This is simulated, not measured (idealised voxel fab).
The document below concerns the process module designated voxel plated lines.
Xsec cut, 240 nm wide, square cell size 5 nm.
Cross-section = grid of square cells, listed top down in bands; band = one or more rows. Quick guide to a band line: top height, bottom height (nm) up front; then every material left to right with its width in nm. Only one material and it's marked "edge to edge"? Then it fills the band edge to edge. And "empty" just means empty space. For the purposes of this specification, 0 denotes the height below which the wafer in its as-received condition is composed wholly of one material, and the lowermost band, lacking a lower limit, extends downward without end, as expressed in "from 0 down". Read "30 to 40" as a graded width: first number on top, second number at the bottom, same change between each pair of neighbouring rows. Key: "stayed the same" - step with no changed cell in the cross-section. Empty spaces counting at least 8 cells and having no open way to the top are listed in "Closed empty spaces". The notation width x height at distance is used for each, the distance being from the left edge and all three values in nm. Heads up: the bit after the settings on a step's line is the simulator's remark on that step. What "overlay nm" on a step's line means: if the step has a mask, that mask lay this far to the right of its planned place, or, when the value is negative, to the left. Each pair of cross-sections that follows straddles one process step: the one shows the state before the step, the other the state after it, down to the lowest band that changed and no further. The step in question, and its settings, are given under the pair. Note that a pair is not necessarily a continuation of the pair above it, since pairs can come from different runs of this module on the same starting wafer; it is a continuation only where its entry headed "State before step" says so.
STATE BEFORE STEP
	from 0 down  Si edge to edge
	Closed empty spaces: none
AFTER THE STEP
	from 5 to 0  SiO2 edge to edge
	For the remainder of the cross-section, below 0, there is no change.
	Closed empty spaces: none
Which operation lies between the before and after views above? op CONFORMAL_DEP | material SiO2 | thk nm 5
State before step: = after-state of the pair above.
AFTER THE STEP
	from 10 to 5  TiN edge to edge
	For the remainder of the cross-section, below 5, there is no change.
	Closed empty spaces: none
Which operation lies between the before and after views above? op DIRECTIONAL_DEP | material TiN | thk nm 5
State before step: = after-state of the pair above.
AFTER THE STEP
	from 45 to 10  resist 60 nm / empty 30 nm / resist 15 nm / empty 30 nm / resist 15 nm / empty 30 nm / resist 60 nm
	For the remainder of the cross-section, below 10, there is no change.
	Closed empty spaces: none
Which operation lies between the before and after views above? op PATTERN | tone open | mask id LINES | material resist | width nm 30 | pitch nm 45 | thk nm 35 | overlay nm 0
State before step: = after-state of the pair above.
AFTER THE STEP
	from 45 to 20  resist 60 nm / empty 30 nm / resist 15 nm / empty 30 nm / resist 15 nm / empty 30 nm / resist 60 nm
	from 20 to 10  resist 60 nm / Ru 30 nm / resist 15 nm / Ru 30 nm / resist 15 nm / Ru 30 nm / resist 60 nm
	For the remainder of the cross-section, below 10, there is no change.
	Closed empty spaces: none
Which operation lies between the before and after views above? op EPI | material Ru | thk nm 10
State before step: = after-state of the pair above.
AFTER THE STEP
	from 45 to 30  resist 60 nm / empty 30 nm / resist 15 nm / empty 30 nm / resist 15 nm / empty 30 nm / resist 60 nm
	from 30 to 10  resist 60 nm / Ru 30 nm / resist 15 nm / Ru 30 nm / resist 15 nm / Ru 30 nm / resist 60 nm
	For the remainder of the cross-section, below 10, there is no change.
	Closed empty spaces: none
Which operation lies between the before and after views above? op EPI | material Ru | thk nm 10
State before step: = after-state of the pair above.
AFTER THE STEP
	from 45 to 40  resist 60 nm / empty 30 nm / resist 15 nm / empty 30 nm / resist 15 nm / empty 30 nm / resist 60 nm
	from 40 to 10  resist 60 nm / Ru 30 nm / resist 15 nm / Ru 30 nm / resist 15 nm / Ru 30 nm / resist 60 nm
	For the remainder of the cross-section, below 10, there is no change.
	Closed empty spaces: none
Which operation lies between the before and after views above? op EPI | material Ru | thk nm 10
State before step: = after-state of the pair above.
AFTER THE STEP
	from 40 to 10  empty 60 nm / Ru 30 nm / empty 15 nm / Ru 30 nm / empty 15 nm / Ru 30 nm / empty 60 nm
	For the remainder of the cross-section, below 10, there is no change.
	Closed empty spaces: none
Which operation lies between the before and after views above? op STRIP | etch materials resist
State before step: = after-state of the pair above.
AFTER THE STEP
	from 40 to 10  empty 60 nm / Ru 30 nm / empty 15 nm / Ru 30 nm / empty 15 nm / Ru 30 nm / empty 60 nm
	from 10 to 5  empty 60 nm / TiN 30 nm / empty 15 nm / TiN 30 nm / empty 15 nm / TiN 30 nm / empty 60 nm
	For the remainder of the cross-section, below 5, there is no change.
	Closed empty spaces: none
Which operation lies between the before and after views above? op DIRECTIONAL_ETCH | etch materials TiN | depth nm 5
State before step: = after-state of the pair above.
AFTER THE STEP
	from 45 to 40  empty 55 nm / SiCN 40 nm / empty 5 nm / SiCN 40 nm / empty 5 nm / SiCN 40 nm / empty 55 nm
	from 40 to 10  empty 55 nm / SiCN 5 nm / Ru 30 nm / SiCN 5 nm / empty 5 nm / SiCN 5 nm / Ru 30 nm / SiCN 5 nm / empty 5 nm / SiCN 5 nm / Ru 30 nm / SiCN 5 nm / empty 55 nm
	from 10 to 5  SiCN 60 nm / TiN 30 nm / SiCN 15 nm / TiN 30 nm / SiCN 15 nm / TiN 30 nm / SiCN 60 nm
	For the remainder of the cross-section, below 5, there is no change.
	Closed empty spaces: none
Which operation lies between the before and after views above? op CONFORMAL_DEP | material SiCN | thk nm 5
STATE BEFORE STEP
	from 10 to 5  TiN edge to edge
	from 5 to 0  SiO2 edge to edge
	from 0 down  Si edge to edge
	Closed empty spaces: none
AFTER THE STEP
	from 20 to 10  Ru edge to edge
	For the remainder of the cross-section, below 10, there is no change.
	Closed empty spaces: none
Which operation lies between the before and after views above? op EPI | material Ru | thk nm 10
State before step: = after-state of the pair above.
AFTER THE STEP
	from 30 to 10  Ru edge to edge
	For the remainder of the cross-section, below 10, there is no change.
	Closed empty spaces: none
Which operation lies between the before and after views above? op EPI | material Ru | thk nm 10
State before step: = after-state of the pair above.
AFTER THE STEP
	from 40 to 10  Ru edge to edge
	For the remainder of the cross-section, below 10, there is no change.
	Closed empty spaces: none
Which operation lies between the before and after views above? op EPI | material Ru | thk nm 10
State before step: = after-state of the pair above.
AFTER THE STEP
	from 45 to 40  SiCN edge to edge
	For the remainder of the cross-section, below 40, there is no change.
	Closed empty spaces: none
Which operation lies between the before and after views above? op CONFORMAL_DEP | material SiCN | thk nm 5
STATE BEFORE STEP
	from 45 to 40  resist 60 nm / empty 30 nm / resist 15 nm / empty 30 nm / resist 15 nm / empty 30 nm / resist 60 nm
	from 40 to 10  resist 60 nm / Ru 30 nm / resist 15 nm / Ru 30 nm / resist 15 nm / Ru 30 nm / resist 60 nm
	from 10 to 5  TiN edge to edge
	from 5 to 0  SiO2 edge to edge
	from 0 down  Si edge to edge
	Closed empty spaces: none
AFTER THE STEP
	from 50 to 45  empty 55 nm / Ru 40 nm / empty 5 nm / Ru 40 nm / empty 5 nm / Ru 40 nm / empty 55 nm
	from 45 to 10  resist 60 nm / Ru 30 nm / resist 15 nm / Ru 30 nm / resist 15 nm / Ru 30 nm / resist 60 nm
	For the remainder of the cross-section, below 10, there is no change.
	Closed empty spaces: none
Which operation lies between the before and after views above? op EPI | material Ru | thk nm 10
State before step: = after-state of the pair above.
AFTER THE STEP
	from 50 to 45  empty 55 nm / Ru 40 nm / empty 5 nm / Ru 40 nm / empty 5 nm / Ru 40 nm / empty 55 nm
	from 45 to 10  empty 60 nm / Ru 30 nm / empty 15 nm / Ru 30 nm / empty 15 nm / Ru 30 nm / empty 60 nm
	For the remainder of the cross-section, below 10, there is no change.
	Closed empty spaces: none
Which operation lies between the before and after views above? op STRIP | etch materials resist
State before step: = after-state of the pair above.
AFTER THE STEP
	from 50 to 45  empty 55 nm / Ru 40 nm / empty 5 nm / Ru 40 nm / empty 5 nm / Ru 40 nm / empty 55 nm
	from 45 to 10  empty 60 nm / Ru 30 nm / empty 15 nm / Ru 30 nm / empty 15 nm / Ru 30 nm / empty 60 nm
	from 10 to 5  empty 55 nm / TiN 40 nm / empty 5 nm / TiN 40 nm / empty 5 nm / TiN 40 nm / empty 55 nm
	For the remainder of the cross-section, below 5, there is no change.
	Closed empty spaces: none
Which operation lies between the before and after views above? op DIRECTIONAL_ETCH | etch materials TiN | depth nm 5
State before step: = after-state of the pair above.
AFTER THE STEP
	from 55 to 50  empty 50 nm / SiCN 140 nm / empty 50 nm
	from 50 to 40  empty 50 nm / SiCN 5 to 10 nm / Ru 40 to 30 nm / SiCN 5 to 15 nm / Ru 40 to 30 nm / SiCN 5 to 15 nm / Ru 40 to 30 nm / SiCN 5 to 10 nm / empty 50 nm
	from 40 to 15  empty 55 nm / SiCN 5 nm / Ru 30 nm / SiCN 5 nm / empty 5 nm / SiCN 5 nm / Ru 30 nm / SiCN 5 nm / empty 5 nm / SiCN 5 nm / Ru 30 nm / SiCN 5 nm / empty 55 nm
	from 15 to 10  empty 50 nm / SiCN 10 nm / Ru 30 nm / SiCN 15 nm / Ru 30 nm / SiCN 15 nm / Ru 30 nm / SiCN 10 nm / empty 50 nm
	from 10 to 5  SiCN 55 nm / TiN 40 nm / SiCN 5 nm / TiN 40 nm / SiCN 5 nm / TiN 40 nm / SiCN 55 nm
	For the remainder of the cross-section, below 5, there is no change.
	Closed empty spaces: none
Which operation lies between the before and after views above? op CONFORMAL_DEP | material SiCN | thk nm 5
STATE BEFORE STEP
	from 0 down  Si edge to edge
	Closed empty spaces: none
AFTER THE STEP
	from 5 to 0  TiN edge to edge
	For the remainder of the cross-section, below 0, there is no change.
	Closed empty spaces: none
Which operation lies between the before and after views above? op DIRECTIONAL_DEP | material TiN | thk nm 5
State before step: = after-state of the pair above.
AFTER THE STEP
	from 10 to 5  SiO2 edge to edge
	For the remainder of the cross-section, below 5, there is no change.
	Closed empty spaces: none
Which operation lies between the before and after views above? op CONFORMAL_DEP | material SiO2 | thk nm 5
State before step: = after-state of the pair above.
AFTER THE STEP
	from 45 to 10  resist 60 nm / empty 30 nm / resist 15 nm / empty 30 nm / resist 15 nm / empty 30 nm / resist 60 nm
	For the remainder of the cross-section, below 10, there is no change.
	Closed empty spaces: none
Which operation lies between the before and after views above? op PATTERN | tone open | mask id LINES | material resist | width nm 30 | pitch nm 45 | thk nm 35 | overlay nm 0
State before step: = after-state of the pair above.
AFTER THE STEP
	from 10 to 5  SiO2 edge to edge
	For the remainder of the cross-section, below 5, there is no change.
	Closed empty spaces: none
Which operation lies between the before and after views above? op STRIP | etch materials resist
State before step: = after-state of the pair above.
AFTER THE STEP
	from 15 to 10  SiCN edge to edge
	For the remainder of the cross-section, below 10, there is no change.
	Closed empty spaces: none
Which operation lies between the before and after views above? op CONFORMAL_DEP | material SiCN | thk nm 5
STATE BEFORE STEP
	from 10 to 5  TiN edge to edge
	from 5 to 0  SiO2 edge to edge
	from 0 down  Si edge to edge
	Closed empty spaces: none
AFTER THE STEP
	from 35 to 10  resist 60 nm / empty 30 nm / resist 15 nm / empty 30 nm / resist 15 nm / empty 30 nm / resist 60 nm
	For the remainder of the cross-section, below 10, there is no change.
	Closed empty spaces: none
Which operation lies between the before and after views above? op PATTERN | tone open | mask id LINES | material resist | width nm 30 | pitch nm 45 | thk nm 25 | overlay nm 0
State before step: = after-state of the pair above.
AFTER THE STEP
	from 35 to 20  resist 60 nm / empty 30 nm / resist 15 nm / empty 30 nm / resist 15 nm / empty 30 nm / resist 60 nm
	from 20 to 10  resist 60 nm / Ru 30 nm / resist 15 nm / Ru 30 nm / resist 15 nm / Ru 30 nm / resist 60 nm
	For the remainder of the cross-section, below 10, there is no change.
	Closed empty spaces: none
Which operation lies between the before and after views above? op EPI | material Ru | thk nm 10
State before step: = after-state of the pair above.
AFTER THE STEP
	from 35 to 30  resist 60 nm / empty 30 nm / resist 15 nm / empty 30 nm / resist 15 nm / empty 30 nm / resist 60 nm
	from 30 to 10  resist 60 nm / Ru 30 nm / resist 15 nm / Ru 30 nm / resist 15 nm / Ru 30 nm / resist 60 nm
	For the remainder of the cross-section, below 10, there is no change.
	Closed empty spaces: none
Which operation lies between the before and after views above? op EPI | material Ru | thk nm 10
State before step: = after-state of the pair above.
AFTER THE STEP
	from 40 to 35  empty 55 nm / Ru 40 nm / empty 5 nm / Ru 40 nm / empty 5 nm / Ru 40 nm / empty 55 nm
	from 35 to 10  resist 60 nm / Ru 30 nm / resist 15 nm / Ru 30 nm / resist 15 nm / Ru 30 nm / resist 60 nm
	For the remainder of the cross-section, below 10, there is no change.
	Closed empty spaces: none
Which operation lies between the before and after views above? op EPI | material Ru | thk nm 10
State before step: = after-state of the pair above.
AFTER THE STEP
	from 40 to 35  empty 55 nm / Ru 40 nm / empty 5 nm / Ru 40 nm / empty 5 nm / Ru 40 nm / empty 55 nm
	from 35 to 10  empty 60 nm / Ru 30 nm / empty 15 nm / Ru 30 nm / empty 15 nm / Ru 30 nm / empty 60 nm
	For the remainder of the cross-section, below 10, there is no change.
	Closed empty spaces: none
Which operation lies between the before and after views above? op STRIP | etch materials resist
State before step: = after-state of the pair above.
AFTER THE STEP
	from 40 to 35  empty 55 nm / Ru 40 nm / empty 5 nm / Ru 40 nm / empty 5 nm / Ru 40 nm / empty 55 nm
	from 35 to 10  empty 60 nm / Ru 30 nm / empty 15 nm / Ru 30 nm / empty 15 nm / Ru 30 nm / empty 60 nm
	from 10 to 5  empty 55 nm / TiN 40 nm / empty 5 nm / TiN 40 nm / empty 5 nm / TiN 40 nm / empty 55 nm
	For the remainder of the cross-section, below 5, there is no change.
	Closed empty spaces: none
Which operation lies between the before and after views above? op DIRECTIONAL_ETCH | etch materials TiN | depth nm 5
State before step: = after-state of the pair above.
AFTER THE STEP
	from 45 to 40  empty 50 nm / SiCN 140 nm / empty 50 nm
	from 40 to 30  empty 50 nm / SiCN 5 to 10 nm / Ru 40 to 30 nm / SiCN 5 to 15 nm / Ru 40 to 30 nm / SiCN 5 to 15 nm / Ru 40 to 30 nm / SiCN 5 to 10 nm / empty 50 nm
	from 30 to 15  empty 55 nm / SiCN 5 nm / Ru 30 nm / SiCN 5 nm / empty 5 nm / SiCN 5 nm / Ru 30 nm / SiCN 5 nm / empty 5 nm / SiCN 5 nm / Ru 30 nm / SiCN 5 nm / empty 55 nm
	from 15 to 10  empty 50 nm / SiCN 10 nm / Ru 30 nm / SiCN 15 nm / Ru 30 nm / SiCN 15 nm / Ru 30 nm / SiCN 10 nm / empty 50 nm
	from 10 to 5  SiCN 55 nm / TiN 40 nm / SiCN 5 nm / TiN 40 nm / SiCN 5 nm / TiN 40 nm / SiCN 55 nm
	For the remainder of the cross-section, below 5, there is no change.
	Closed empty spaces: none
Which operation lies between the before and after views above? op CONFORMAL_DEP | material SiCN | thk nm 5
STATE BEFORE STEP
	from 10 to 5  TiN edge to edge
	from 5 to 0  SiO2 edge to edge
	from 0 down  Si edge to edge
	Closed empty spaces: none
AFTER THE STEP
	from 45 to 10  resist 65 nm / empty 20 nm / resist 25 nm / empty 20 nm / resist 25 nm / empty 20 nm / resist 65 nm
	For the remainder of the cross-section, below 10, there is no change.
	Closed empty spaces: none
Which operation lies between the before and after views above? op PATTERN | tone open | mask id LINES | material resist | width nm 20 | pitch nm 45 | thk nm 35 | overlay nm 0
State before step: = after-state of the pair above.
AFTER THE STEP
	from 45 to 20  resist 65 nm / empty 20 nm / resist 25 nm / empty 20 nm / resist 25 nm / empty 20 nm / resist 65 nm
	from 20 to 10  resist 65 nm / Ru 20 nm / resist 25 nm / Ru 20 nm / resist 25 nm / Ru 20 nm / resist 65 nm
	For the remainder of the cross-section, below 10, there is no change.
	Closed empty spaces: none
Which operation lies between the before and after views above? op EPI | material Ru | thk nm 10
State before step: = after-state of the pair above.
AFTER THE STEP
	from 45 to 30  resist 65 nm / empty 20 nm / resist 25 nm / empty 20 nm / resist 25 nm / empty 20 nm / resist 65 nm
	from 30 to 10  resist 65 nm / Ru 20 nm / resist 25 nm / Ru 20 nm / resist 25 nm / Ru 20 nm / resist 65 nm
	For the remainder of the cross-section, below 10, there is no change.
	Closed empty spaces: none
Which operation lies between the before and after views above? op EPI | material Ru | thk nm 10
State before step: = after-state of the pair above.
AFTER THE STEP
	from 45 to 40  resist 65 nm / empty 20 nm / resist 25 nm / empty 20 nm / resist 25 nm / empty 20 nm / resist 65 nm
	from 40 to 10  resist 65 nm / Ru 20 nm / resist 25 nm / Ru 20 nm / resist 25 nm / Ru 20 nm / resist 65 nm
	For the remainder of the cross-section, below 10, there is no change.
	Closed empty spaces: none
Which operation lies between the before and after views above? op EPI | material Ru | thk nm 10
State before step: = after-state of the pair above.
AFTER THE STEP
	from 40 to 10  empty 65 nm / Ru 20 nm / empty 25 nm / Ru 20 nm / empty 25 nm / Ru 20 nm / empty 65 nm
	For the remainder of the cross-section, below 10, there is no change.
	Closed empty spaces: none
Which operation lies between the before and after views above? op STRIP | etch materials resist
State before step: = after-state of the pair above.
AFTER THE STEP
	from 40 to 10  empty 65 nm / Ru 20 nm / empty 25 nm / Ru 20 nm / empty 25 nm / Ru 20 nm / empty 65 nm
	from 10 to 5  empty 65 nm / TiN 20 nm / empty 25 nm / TiN 20 nm / empty 25 nm / TiN 20 nm / empty 65 nm
	For the remainder of the cross-section, below 5, there is no change.
	Closed empty spaces: none
Which operation lies between the before and after views above? op DIRECTIONAL_ETCH | etch materials TiN | depth nm 5
State before step: = after-state of the pair above.
AFTER THE STEP
	from 45 to 40  empty 60 nm / SiCN 30 nm / empty 15 nm / SiCN 30 nm / empty 15 nm / SiCN 30 nm / empty 60 nm
	from 40 to 10  empty 60 nm / SiCN 5 nm / Ru 20 nm / SiCN 5 nm / empty 15 nm / SiCN 5 nm / Ru 20 nm / SiCN 5 nm / empty 15 nm / SiCN 5 nm / Ru 20 nm / SiCN 5 nm / empty 60 nm
	from 10 to 5  SiCN 65 nm / TiN 20 nm / SiCN 25 nm / TiN 20 nm / SiCN 25 nm / TiN 20 nm / SiCN 65 nm
	For the remainder of the cross-section, below 5, there is no change.
	Closed empty spaces: none
Which operation lies between the before and after views above? op CONFORMAL_DEP | material SiCN | thk nm 5
STATE BEFORE STEP
	from 10 to 5  TiN edge to edge
	from 5 to 0  SiO2 edge to edge
	from 0 down  Si edge to edge
	Closed empty spaces: none
AFTER THE STEP
	from 45 to 10  resist 65 nm / empty 30 nm / resist 15 nm / empty 30 nm / resist 15 nm / empty 30 nm / resist 55 nm
	For the remainder of the cross-section, below 10, there is no change.
	Closed empty spaces: none
Which operation lies between the before and after views above? op PATTERN | tone open | mask id LINES | material resist | width nm 30 | pitch nm 45 | thk nm 35 | overlay nm 5
State before step: = after-state of the pair above.
AFTER THE STEP
	from 45 to 20  resist 65 nm / empty 30 nm / resist 15 nm / empty 30 nm / resist 15 nm / empty 30 nm / resist 55 nm
	from 20 to 10  resist 65 nm / Ru 30 nm / resist 15 nm / Ru 30 nm / resist 15 nm / Ru 30 nm / resist 55 nm
	For the remainder of the cross-section, below 10, there is no change.
	Closed empty spaces: none
Which operation lies between the before and after views above? op EPI | material Ru | thk nm 10
State before step: = after-state of the pair above.
AFTER THE STEP
	from 45 to 30  resist 65 nm / empty 30 nm / resist 15 nm / empty 30 nm / resist 15 nm / empty 30 nm / resist 55 nm
	from 30 to 10  resist 65 nm / Ru 30 nm / resist 15 nm / Ru 30 nm / resist 15 nm / Ru 30 nm / resist 55 nm
	For the remainder of the cross-section, below 10, there is no change.
	Closed empty spaces: none
Which operation lies between the before and after views above? op EPI | material Ru | thk nm 10
State before step: = after-state of the pair above.
AFTER THE STEP
	from 45 to 40  resist 65 nm / empty 30 nm / resist 15 nm / empty 30 nm / resist 15 nm / empty 30 nm / resist 55 nm
	from 40 to 10  resist 65 nm / Ru 30 nm / resist 15 nm / Ru 30 nm / resist 15 nm / Ru 30 nm / resist 55 nm
	For the remainder of the cross-section, below 10, there is no change.
	Closed empty spaces: none
Which operation lies between the before and after views above? op EPI | material Ru | thk nm 10
State before step: = after-state of the pair above.
AFTER THE STEP
	from 40 to 10  empty 65 nm / Ru 30 nm / empty 15 nm / Ru 30 nm / empty 15 nm / Ru 30 nm / empty 55 nm
	For the remainder of the cross-section, below 10, there is no change.
	Closed empty spaces: none
Which operation lies between the before and after views above? op STRIP | etch materials resist
State before step: = after-state of the pair above.
AFTER THE STEP
	from 40 to 10  empty 65 nm / Ru 30 nm / empty 15 nm / Ru 30 nm / empty 15 nm / Ru 30 nm / empty 55 nm
	from 10 to 5  empty 65 nm / TiN 30 nm / empty 15 nm / TiN 30 nm / empty 15 nm / TiN 30 nm / empty 55 nm
	For the remainder of the cross-section, below 5, there is no change.
	Closed empty spaces: none
Which operation lies between the before and after views above? op DIRECTIONAL_ETCH | etch materials TiN | depth nm 5
State before step: = after-state of the pair above.
AFTER THE STEP
	from 45 to 40  empty 60 nm / SiCN 40 nm / empty 5 nm / SiCN 40 nm / empty 5 nm / SiCN 40 nm / empty 50 nm
	from 40 to 10  empty 60 nm / SiCN 5 nm / Ru 30 nm / SiCN 5 nm / empty 5 nm / SiCN 5 nm / Ru 30 nm / SiCN 5 nm / empty 5 nm / SiCN 5 nm / Ru 30 nm / SiCN 5 nm / empty 50 nm
	from 10 to 5  SiCN 65 nm / TiN 30 nm / SiCN 15 nm / TiN 30 nm / SiCN 15 nm / TiN 30 nm / SiCN 55 nm
	For the remainder of the cross-section, below 5, there is no change.
	Closed empty spaces: none
Which operation lies between the before and after views above? op CONFORMAL_DEP | material SiCN | thk nm 5
STATE BEFORE STEP
	from 40 to 10  empty 60 nm / Ru 30 nm / empty 15 nm / Ru 30 nm / empty 15 nm / Ru 30 nm / empty 60 nm
	from 10 to 5  empty 60 nm / TiN 30 nm / empty 15 nm / TiN 30 nm / empty 15 nm / TiN 30 nm / empty 60 nm
	from 5 to 0  SiO2 edge to edge
	from 0 down  Si edge to edge
	Closed empty spaces: none
AFTER THE STEP
	from 45 to 10  empty 55 nm / Ru 40 nm / empty 5 nm / Ru 40 nm / empty 5 nm / Ru 40 nm / empty 55 nm
	from 10 to 5  Ru 60 nm / TiN 30 nm / Ru 15 nm / TiN 30 nm / Ru 15 nm / TiN 30 nm / Ru 60 nm
	For the remainder of the cross-section, below 5, there is no change.
	Closed empty spaces: none
Which operation lies between the before and after views above? op CONFORMAL_DEP | material Ru | thk nm 5
STATE BEFORE STEP
	from 10 to 5  TiN edge to edge
	from 5 to 0  SiO2 edge to edge
	from 0 down  Si edge to edge
	Closed empty spaces: none
AFTER THE STEP
	from 45 to 10  empty 60 nm / resist 30 nm / empty 15 nm / resist 30 nm / empty 15 nm / resist 30 nm / empty 60 nm
	For the remainder of the cross-section, below 10, there is no change.
	Closed empty spaces: none
Which operation lies between the before and after views above? op PATTERN | tone cover | mask id LINES | material resist | width nm 30 | pitch nm 45 | thk nm 35 | overlay nm 0
State before step: = after-state of the pair above.
AFTER THE STEP
	from 45 to 20  empty 60 nm / resist 30 nm / empty 15 nm / resist 30 nm / empty 15 nm / resist 30 nm / empty 60 nm
	from 20 to 10  Ru 60 nm / resist 30 nm / Ru 15 nm / resist 30 nm / Ru 15 nm / resist 30 nm / Ru 60 nm
	For the remainder of the cross-section, below 10, there is no change.
	Closed empty spaces: none
Which operation lies between the before and after views above? op EPI | material Ru | thk nm 10
State before step: = after-state of the pair above.
AFTER THE STEP
	from 45 to 30  empty 60 nm / resist 30 nm / empty 15 nm / resist 30 nm / empty 15 nm / resist 30 nm / empty 60 nm
	from 30 to 10  Ru 60 nm / resist 30 nm / Ru 15 nm / resist 30 nm / Ru 15 nm / resist 30 nm / Ru 60 nm
	For the remainder of the cross-section, below 10, there is no change.
	Closed empty spaces: none
Which operation lies between the before and after views above? op EPI | material Ru | thk nm 10
State before step: = after-state of the pair above.
AFTER THE STEP
	from 45 to 40  empty 60 nm / resist 30 nm / empty 15 nm / resist 30 nm / empty 15 nm / resist 30 nm / empty 60 nm
	from 40 to 10  Ru 60 nm / resist 30 nm / Ru 15 nm / resist 30 nm / Ru 15 nm / resist 30 nm / Ru 60 nm
	For the remainder of the cross-section, below 10, there is no change.
	Closed empty spaces: none
Which operation lies between the before and after views above? op EPI | material Ru | thk nm 10
State before step: = after-state of the pair above.
AFTER THE STEP
	from 40 to 10  Ru 60 nm / empty 30 nm / Ru 15 nm / empty 30 nm / Ru 15 nm / empty 30 nm / Ru 60 nm
	For the remainder of the cross-section, below 10, there is no change.
	Closed empty spaces: none
Which operation lies between the before and after views above? op STRIP | etch materials resist
State before step: = after-state of the pair above.
AFTER THE STEP
	from 40 to 10  Ru 60 nm / empty 30 nm / Ru 15 nm / empty 30 nm / Ru 15 nm / empty 30 nm / Ru 60 nm
	from 10 to 5  TiN 60 nm / empty 30 nm / TiN 15 nm / empty 30 nm / TiN 15 nm / empty 30 nm / TiN 60 nm
	For the remainder of the cross-section, below 5, there is no change.
	Closed empty spaces: none
Which operation lies between the before and after views above? op DIRECTIONAL_ETCH | etch materials TiN | depth nm 5
State before step: = after-state of the pair above.
AFTER THE STEP
	from 45 to 40  SiCN 65 nm / empty 20 nm / SiCN 25 nm / empty 20 nm / SiCN 25 nm / empty 20 nm / SiCN 65 nm
	from 40 to 10  Ru 60 nm / SiCN 5 nm / empty 20 nm / SiCN 5 nm / Ru 15 nm / SiCN 5 nm / empty 20 nm / SiCN 5 nm / Ru 15 nm / SiCN 5 nm / empty 20 nm / SiCN 5 nm / Ru 60 nm
	from 10 to 5  TiN 60 nm / SiCN 30 nm / TiN 15 nm / SiCN 30 nm / TiN 15 nm / SiCN 30 nm / TiN 60 nm
	For the remainder of the cross-section, below 5, there is no change.
	Closed empty spaces: none
Which operation lies between the before and after views above? op CONFORMAL_DEP | material SiCN | thk nm 5
